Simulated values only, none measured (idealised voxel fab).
process module | voxel fin reveal
cross-section cut | 200 nm wide | cells 5 nm
A cross-section is a grid of square cells, given in bands from the top down. A band is one or more rows of cells.
Each band's line starts with the height of the band's top and of its bottom, in nm. Then come its materials from left to right, each with its width in nm. One material with "throughout" fills the band from edge to edge. "air" is empty space.
Height 0 is the level under which the wafer as received is all one material. The lowest band goes on downwards, as in "0 down".
A width such as "30 to 40" changes by the same amount from each row of cells to the next, from the band's top row to its bottom row.
"no change" after a step means that no cell of the cross-section changed.
closed voids: empty space of 8 cells or more with no open way to the top, each as width x height at its distance from the left edge, in nm
after a step's settings: what the simulator itself notes on the step
overlay nm, on a step with a mask: how far to the right of its planned place the mask lay; to the left if negative
plan
1 op RECEIVE | material Si
2 op CONFORMAL_DEP | material SiN | thk nm 5
3 op DIRECTIONAL_DEP | material aC | thk nm 15
4 op PATTERN | tone cover | mask id FINS | material resist | width nm 15 | pitch nm 35 | thk nm 35 | overlay nm 0
5 op DIRECTIONAL_ETCH | etch materials aC | depth nm 15
6 op STRIP | etch materials resist
7 op DIRECTIONAL_ETCH | etch materials SiN | depth nm 5
8 op DIRECTIONAL_ETCH | etch materials Si | depth nm 35
9 op STRIP | etch materials aC
10 op OXIDIZE | depth nm 5
11 op FILL_DEP | material SiO2 | thk nm 15
12 op CMP | height nm 5
13 op SELECTIVE_ETCH | etch materials SiO2 | depth nm 20
14 op STRIP | etch materials SiN
15 op CONFORMAL_DEP | material SiO2 | thk nm 5
first wafer, as planned
as received, after step 1
  0 down: Si throughout
  closed voids: none
after step 2
  5 to 0: SiN throughout
  below 0: unchanged
after step 3
  20 to 5: aC throughout
  below 5: unchanged
after step 4
  55 to 20: air 75 | resist 15 | air 20 | resist 15 | air 75
  below 20: unchanged
after step 5
  40 to 20: air 75 | resist 15 | air 20 | resist 15 | air 75
  20 to 5: air 75 | aC 15 | air 20 | aC 15 | air 75
  below 5: unchanged
after step 6
  20 to 5: air 75 | aC 15 | air 20 | aC 15 | air 75
  below 5: unchanged
after step 7
  20 to 5: air 75 | aC 15 | air 20 | aC 15 | air 75
  5 to 0: air 75 | SiN 15 | air 20 | SiN 15 | air 75
  below 0: unchanged
after step 8
  20 to 5: air 75 | aC 15 | air 20 | aC 15 | air 75
  5 to 0: air 75 | SiN 15 | air 20 | SiN 15 | air 75
  0 to -35: air 75 | Si 15 | air 20 | Si 15 | air 75
  below -35: unchanged
after step 9
  5 to 0: air 75 | SiN 15 | air 20 | SiN 15 | air 75
  below 0: unchanged
after step 10
  5 to 0: air 75 | SiN 15 | air 20 | SiN 15 | air 75
  0 to -35: air 75 | SiO2 5 | Si 5 | SiO2 5 | air 20 | SiO2 5 | Si 5 | SiO2 5 | air 75
  -35 to -40: SiO2 80 | Si 5 | SiO2 30 | Si 5 | SiO2 80
  below -40: unchanged
after step 11
  20 to 5: SiO2 throughout
  5 to 0: SiO2 75 | SiN 15 | SiO2 20 | SiN 15 | SiO2 75
  0 to -40: SiO2 80 | Si 5 | SiO2 30 | Si 5 | SiO2 80
  below -40: unchanged
after step 12
  5 to 0: SiO2 75 | SiN 15 | SiO2 20 | SiN 15 | SiO2 75
  below 0: unchanged
after step 13
  5 to 0: air 75 | SiN 15 | air 20 | SiN 15 | air 75
  0 to -15: air 80 | Si 5 | air 30 | Si 5 | air 80
  below -15: unchanged
after step 14
  0 to -15: air 80 | Si 5 | air 30 | Si 5 | air 80
  below -15: unchanged
after step 15
  5 to 0: air 75 | SiO2 15 | air 20 | SiO2 15 | air 75
  0 to -10: air 75 | SiO2 5 | Si 5 | SiO2 5 | air 20 | SiO2 5 | Si 5 | SiO2 5 | air 75
  -10 to -40: SiO2 80 | Si 5 | SiO2 30 | Si 5 | SiO2 80
  below -40: unchanged
second wafer: like start, like plan, one mistake. Through step 12 it matches the first wafer
when step 13 should have ended
  5 to 0: SiO2 75 | air 15 | SiO2 20 | air 15 | SiO2 75
  below 0: unchanged
when step 14 should have ended
  0 to -15: air 80 | Si 5 | air 30 | Si 5 | air 80
  -15 to -20: SiO2 55 | air 25 | Si 5 | air 30 | Si 5 | air 25 | SiO2 55
  below -20: unchanged
when step 15 should have ended
  5 to 0: air 75 | SiO2 15 | air 20 | SiO2 15 | air 75
  0 to -10: air 75 | SiO2 5 | Si 5 | SiO2 5 | air 20 | SiO2 5 | Si 5 | SiO2 5 | air 75
  -10 to -15: SiO2 60 | air 15 | SiO2 5 | Si 5 | SiO2 5 | air 20 | SiO2 5 | Si 5 | SiO2 5 | air 15 | SiO2 60
  -15 to -40: SiO2 80 | Si 5 | SiO2 30 | Si 5 | SiO2 80
  below -40: unchanged
what went wrong: steps 13 and 14 were swapped
at the end the second wafer has, in cells: 10 fewer of SiO2
